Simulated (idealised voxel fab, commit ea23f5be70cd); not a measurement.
process module | voxel ribs on slabs
cross-section cut | 275 nm wide | cells 5 nm
A cross-section is a grid of square cells, given in bands from the top down. A band is one or more rows of cells.
Each band's line starts with the height of the band's top and of its bottom, in nm. Then come its materials from left to right, each with its width in nm. One material with "throughout" fills the band from edge to edge. "air" is empty space.
Height 0 is the level under which the wafer as received is all one material. The lowest band goes on downwards, as in "0 down".
A width such as "30 to 40" changes by the same amount from each row of cells to the next, from the band's top row to its bottom row.
"no change" after a step means that no cell of the cross-section changed.
closed voids: empty space of 8 cells or more with no open way to the top, each as width x height at its distance from the left edge, in nm
after a step's settings: what the simulator itself notes on the step
overlay nm, on a step with a mask: how far to the right of its planned place the mask lay; to the left if negative
Each pair below shows a cross-section before one step and the cross-section after it, down to the lowest band that changed. The line under each pair gives the step between them, with its settings. The pairs can come from different runs of this module on the same starting wafer, so a pair continues from the pair above only where its "before" says so.
before
  0 down: Si throughout
  closed voids: none
after
  20 to 0: SiO2 throughout
  below 0: unchanged
  closed voids: none
the step between: op DIRECTIONAL_DEP | material SiO2 | thk nm 20
before: the cross-section after the pair above
after
  35 to 20: polySi throughout
  below 20: unchanged
  closed voids: none
the step between: op DIRECTIONAL_DEP | material polySi | thk nm 15
before: the cross-section after the pair above
after
  35 to 30: air 130 | polySi 15 | air 130
  below 30: unchanged
  closed voids: none
the step between: op MASKED_ETCH | tone cover | mask id RIB | width nm 15 | etch materials polySi | depth nm 5 | overlay nm 0
before: the cross-section after the pair above
after
  55 to 35: air 115 | resist 45 | air 115
  35 to 30: air 115 | resist 15 | polySi 15 | resist 15 | air 115
  below 30: unchanged
  closed voids: none
the step between: op PATTERN | tone cover | mask id SLAB | material resist | width nm 45 | thk nm 20 | overlay nm 0
before: the cross-section after the pair above
after
  55 to 35: air 115 | resist 45 | air 115
  35 to 30: air 115 | resist 15 | polySi 15 | resist 15 | air 115
  30 to 20: air 115 | polySi 45 | air 115
  below 20: unchanged
  closed voids: none
the step between: op DIRECTIONAL_ETCH | etch materials polySi | depth nm 10
before: the cross-section after the pair above
after
  35 to 30: air 130 | polySi 15 | air 130
  below 30: unchanged
  closed voids: none
the step between: op STRIP | etch materials resist
before: the cross-section after the pair above
after
  60 to 35: SiO2 throughout
  35 to 30: SiO2 130 | polySi 15 | SiO2 130
  30 to 20: SiO2 115 | polySi 45 | SiO2 115
  below 20: unchanged
  closed voids: none
the step between: op FILL_DEP | material SiO2 | thk nm 25
before: the cross-section after the pair above
after
  55 to 35: SiO2 throughout
  below 35: unchanged
  closed voids: none
the step between: op CMP | height nm 55
before: the cross-section after the pair above
after
  65 to 55: W throughout
  below 55: unchanged
  closed voids: none
the step between: op DIRECTIONAL_DEP | material W | thk nm 10
before: the cross-section after the pair above
after
  65 to 55: air 125 | W 25 | air 125
  below 55: unchanged
  closed voids: none
the step between: op MASKED_ETCH | tone cover | mask id HEATER | width nm 25 | etch materials W | depth nm 10 | overlay nm 0
before: the cross-section after the pair above
after
  70 to 65: air 120 | SiO2 35 | air 120
  65 to 60: air 120 | SiO2 5 | W 25 | SiO2 5 | air 120
  60 to 55: SiO2 125 | W 25 | SiO2 125
  below 55: unchanged
  closed voids: none
the step between: op CONFORMAL_DEP | material SiO2 | thk nm 5
before
  35 to 20: polySi throughout
  20 to 0: SiO2 throughout
  0 down: Si throughout
  closed voids: none
after
  50 to 20: polySi throughout
  below 20: unchanged
  closed voids: none
the step between: op DIRECTIONAL_DEP | material polySi | thk nm 15
before: the cross-section after the pair above
after
  50 to 45: air 130 | polySi 15 | air 130
  below 45: unchanged
  closed voids: none
the step between: op MASKED_ETCH | tone cover | mask id RIB | width nm 15 | etch materials polySi | depth nm 5 | overlay nm 0
before: the cross-section after the pair above
after
  70 to 50: air 115 | resist 45 | air 115
  50 to 45: air 115 | resist 15 | polySi 15 | resist 15 | air 115
  below 45: unchanged
  closed voids: none
the step between: op PATTERN | tone cover | mask id SLAB | material resist | width nm 45 | thk nm 20 | overlay nm 0
before: the cross-section after the pair above
after
  70 to 50: air 115 | resist 45 | air 115
  50 to 45: air 115 | resist 15 | polySi 15 | resist 15 | air 115
  45 to 35: air 115 | polySi 45 | air 115
  below 35: unchanged
  closed voids: none
the step between: op DIRECTIONAL_ETCH | etch materials polySi | depth nm 10
before: the cross-section after the pair above
after
  50 to 45: air 130 | polySi 15 | air 130
  below 45: unchanged
  closed voids: none
the step between: op STRIP | etch materials resist
before: the cross-section after the pair above
after
  75 to 50: SiO2 throughout
  50 to 45: SiO2 130 | polySi 15 | SiO2 130
  45 to 35: SiO2 115 | polySi 45 | SiO2 115
  below 35: unchanged
  closed voids: none
the step between: op FILL_DEP | material SiO2 | thk nm 25
before: the cross-section after the pair above
after
  55 to 50: SiO2 throughout
  below 50: unchanged
  closed voids: none
the step between: op CMP | height nm 55
before: the cross-section after the pair above
after
  65 to 55: W throughout
  below 55: unchanged
  closed voids: none
the step between: op DIRECTIONAL_DEP | material W | thk nm 10
before: the cross-section after the pair above
after
  65 to 55: air 125 | W 25 | air 125
  below 55: unchanged
  closed voids: none
the step between: op MASKED_ETCH | tone cover | mask id HEATER | width nm 25 | etch materials W | depth nm 10 | overlay nm 0
before: the cross-section after the pair above
after
  70 to 65: air 120 | SiO2 35 | air 120
  65 to 60: air 120 | SiO2 5 | W 25 | SiO2 5 | air 120
  60 to 55: SiO2 125 | W 25 | SiO2 125
  below 55: unchanged
  closed voids: none
the step between: op CONFORMAL_DEP | material SiO2 | thk nm 5
before
  0 down: Si throughout
  closed voids: none
after
  15 to 0: polySi throughout
  below 0: unchanged
  closed voids: none
the step between: op DIRECTIONAL_DEP | material polySi | thk nm 15
before: the cross-section after the pair above
after
  35 to 15: SiO2 throughout
  below 15: unchanged
  closed voids: none
the step between: op DIRECTIONAL_DEP | material SiO2 | thk nm 20
before: the cross-section after the pair above
after
  55 to 35: air 115 | resist 45 | air 115
  below 35: unchanged
  closed voids: none
the step between: op PATTERN | tone cover | mask id SLAB | material resist | width nm 45 | thk nm 20 | overlay nm 0
before: the cross-section after the pair above
after
  35 to 15: SiO2 throughout
  below 15: unchanged
  closed voids: none
the step between: op STRIP | etch materials resist
before: the cross-section after the pair above
after
  60 to 15: SiO2 throughout
  below 15: unchanged
  closed voids: none
the step between: op FILL_DEP | material SiO2 | thk nm 25
before: the cross-section after the pair above
after
  55 to 15: SiO2 throughout
  below 15: unchanged
  closed voids: none
the step between: op CMP | height nm 55
before: the cross-section after the pair above
after
  65 to 55: W throughout
  below 55: unchanged
  closed voids: none
the step between: op DIRECTIONAL_DEP | material W | thk nm 10
before: the cross-section after the pair above
after
  65 to 55: air 125 | W 25 | air 125
  below 55: unchanged
  closed voids: none
the step between: op MASKED_ETCH | tone cover | mask id HEATER | width nm 25 | etch materials W | depth nm 10 | overlay nm 0
before: the cross-section after the pair above
after
  70 to 65: air 120 | SiO2 35 | air 120
  65 to 60: air 120 | SiO2 5 | W 25 | SiO2 5 | air 120
  60 to 55: SiO2 125 | W 25 | SiO2 125
  below 55: unchanged
  closed voids: none
the step between: op CONFORMAL_DEP | material SiO2 | thk nm 5
before
  20 to 0: SiO2 throughout
  0 down: Si throughout
  closed voids: none
after
  30 to 20: polySi throughout
  below 20: unchanged
  closed voids: none
the step between: op DIRECTIONAL_DEP | material polySi | thk nm 10
before: the cross-section after the pair above
after
  30 to 25: air 130 | polySi 15 | air 130
  below 25: unchanged
  closed voids: none
the step between: op MASKED_ETCH | tone cover | mask id RIB | width nm 15 | etch materials polySi | depth nm 5 | overlay nm 0
before: the cross-section after the pair above
after
  50 to 30: air 115 | resist 45 | air 115
  30 to 25: air 115 | resist 15 | polySi 15 | resist 15 | air 115
  below 25: unchanged
  closed voids: none
the step between: op PATTERN | tone cover | mask id SLAB | material resist | width nm 45 | thk nm 20 | overlay nm 0
before: the cross-section after the pair above
after
  50 to 30: air 115 | resist 45 | air 115
  30 to 25: air 115 | resist 15 | polySi 15 | resist 15 | air 115
  25 to 20: air 115 | polySi 45 | air 115
  below 20: unchanged
  closed voids: none
the step between: op DIRECTIONAL_ETCH | etch materials polySi | depth nm 10
before: the cross-section after the pair above
after
  30 to 20: air 130 to 115 | polySi 15 to 45 | air 130 to 115
  below 20: unchanged
  closed voids: none
the step between: op STRIP | etch materials resist
before: the cross-section after the pair above
after
  55 to 30: SiO2 throughout
  30 to 20: SiO2 130 to 115 | polySi 15 to 45 | SiO2 130 to 115
  below 20: unchanged
  closed voids: none
the step between: op FILL_DEP | material SiO2 | thk nm 25
before: the cross-section after the pair above
after
  65 to 55: W throughout
  below 55: unchanged
  closed voids: none
the step between: op DIRECTIONAL_DEP | material W | thk nm 10
before: the cross-section after the pair above
after
  65 to 55: air 125 | W 25 | air 125
  below 55: unchanged
  closed voids: none
the step between: op MASKED_ETCH | tone cover | mask id HEATER | width nm 25 | etch materials W | depth nm 10 | overlay nm 0
before: the cross-section after the pair above
after
  70 to 65: air 120 | SiO2 35 | air 120
  65 to 60: air 120 | SiO2 5 | W 25 | SiO2 5 | air 120
  60 to 55: SiO2 125 | W 25 | SiO2 125
  below 55: unchanged
  closed voids: none
the step between: op CONFORMAL_DEP | material SiO2 | thk nm 5
before
  35 to 30: air 130 | polySi 15 | air 130
  30 to 20: polySi throughout
  20 to 0: SiO2 throughout
  0 down: Si throughout
  closed voids: none
after
  55 to 35: air 115 | resist 50 | air 110
  35 to 30: air 115 | resist 15 | polySi 15 | resist 20 | air 110
  below 30: unchanged
  closed voids: none
the step between: op PATTERN | tone cover | mask id SLAB | material resist | width nm 50 | thk nm 20 | overlay nm 0
before: the cross-section after the pair above
after
  55 to 35: air 115 | resist 50 | air 110
  35 to 30: air 115 | resist 15 | polySi 15 | resist 20 | air 110
  30 to 20: air 115 | polySi 50 | air 110
  below 20: unchanged
  closed voids: none
the step between: op DIRECTIONAL_ETCH | etch materials polySi | depth nm 10
before: the cross-section after the pair above
after
  35 to 30: air 130 | polySi 15 | air 130
  below 30: unchanged
  closed voids: none
the step between: op STRIP | etch materials resist
before: the cross-section after the pair above
after
  60 to 35: SiO2 throughout
  35 to 30: SiO2 130 | polySi 15 | SiO2 130
  30 to 20: SiO2 115 | polySi 50 | SiO2 110
  below 20: unchanged
  closed voids: none
the step between: op FILL_DEP | material SiO2 | thk nm 25
before: the cross-section after the pair above
after
  55 to 35: SiO2 throughout
  below 35: unchanged
  closed voids: none
the step between: op CMP | height nm 55
before: the cross-section after the pair above
after
  65 to 55: W throughout
  below 55: unchanged
  closed voids: none
the step between: op DIRECTIONAL_DEP | material W | thk nm 10
before: the cross-section after the pair above
after
  65 to 55: air 125 | W 25 | air 125
  below 55: unchanged
  closed voids: none
the step between: op MASKED_ETCH | tone cover | mask id HEATER | width nm 25 | etch materials W | depth nm 10 | overlay nm 0
before: the cross-section after the pair above
after
  70 to 65: air 120 | SiO2 35 | air 120
  65 to 60: air 120 | SiO2 5 | W 25 | SiO2 5 | air 120
  60 to 55: SiO2 125 | W 25 | SiO2 125
  below 55: unchanged
  closed voids: none
the step between: op CONFORMAL_DEP | material SiO2 | thk nm 5
before
  65 to 55: W throughout
  55 to 35: SiO2 throughout
  35 to 30: SiO2 130 | polySi 15 | SiO2 130
  30 to 20: SiO2 115 | polySi 45 | SiO2 115
  20 to 0: SiO2 throughout
  0 down: Si throughout
  closed voids: none
after
  65 to 55: air 120 | W 25 | air 130
  below 55: unchanged
  closed voids: none
the step between: op MASKED_ETCH | tone cover | mask id HEATER | width nm 25 | etch materials W | depth nm 10 | overlay nm -5
before: the cross-section after the pair above
after
  70 to 65: air 115 | SiO2 35 | air 125
  65 to 60: air 115 | SiO2 5 | W 25 | SiO2 5 | air 125
  60 to 55: SiO2 120 | W 25 | SiO2 130
  below 55: unchanged
  closed voids: none
the step between: op CONFORMAL_DEP | material SiO2 | thk nm 5
before
  20 to 0: SiO2 throughout
  0 down: Si throughout
  closed voids: none
after
  35 to 0: SiO2 throughout
  below 0: unchanged
  closed voids: none
the step between: op DIRECTIONAL_DEP | material SiO2 | thk nm 15
before: the cross-section after the pair above
after
  55 to 35: air 115 | resist 45 | air 115
  below 35: unchanged
  closed voids: none
the step between: op PATTERN | tone cover | mask id SLAB | material resist | width nm 45 | thk nm 20 | overlay nm 0
before: the cross-section after the pair above
after
  35 to 0: SiO2 throughout
  below 0: unchanged
  closed voids: none
the step between: op STRIP | etch materials resist
before: the cross-section after the pair above
after
  60 to 0: SiO2 throughout
  below 0: unchanged
  closed voids: none
the step between: op FILL_DEP | material SiO2 | thk nm 25
before: the cross-section after the pair above
after
  55 to 0: SiO2 throughout
  below 0: unchanged
  closed voids: none
the step between: op CMP | height nm 55
before: the cross-section after the pair above
after
  65 to 55: W throughout
  below 55: unchanged
  closed voids: none
the step between: op DIRECTIONAL_DEP | material W | thk nm 10
before: the cross-section after the pair above
after
  65 to 55: air 125 | W 25 | air 125
  below 55: unchanged
  closed voids: none
the step between: op MASKED_ETCH | tone cover | mask id HEATER | width nm 25 | etch materials W | depth nm 10 | overlay nm 0
before: the cross-section after the pair above
after
  70 to 65: air 120 | SiO2 35 | air 120
  65 to 60: air 120 | SiO2 5 | W 25 | SiO2 5 | air 120
  60 to 55: SiO2 125 | W 25 | SiO2 125
  below 55: unchanged
  closed voids: none
the step between: op CONFORMAL_DEP | material SiO2 | thk nm 5
before
  65 to 55: W throughout
  55 to 35: SiO2 throughout
  35 to 30: SiO2 130 | polySi 15 | SiO2 130
  30 to 20: SiO2 115 | polySi 45 | SiO2 115
  20 to 0: SiO2 throughout
  0 down: Si throughout
  closed voids: none
after
  65 to 55: W 125 | air 25 | W 125
  below 55: unchanged
  closed voids: none
the step between: op MASKED_ETCH | tone open | mask id HEATER | width nm 25 | etch materials W | depth nm 10 | overlay nm 0
before: the cross-section after the pair above
after
  70 to 65: SiO2 130 | air 15 | SiO2 130
  65 to 60: W 125 | SiO2 5 | air 15 | SiO2 5 | W 125
  60 to 55: W 125 | SiO2 25 | W 125
  below 55: unchanged
  closed voids: none
the step between: op CONFORMAL_DEP | material SiO2 | thk nm 5
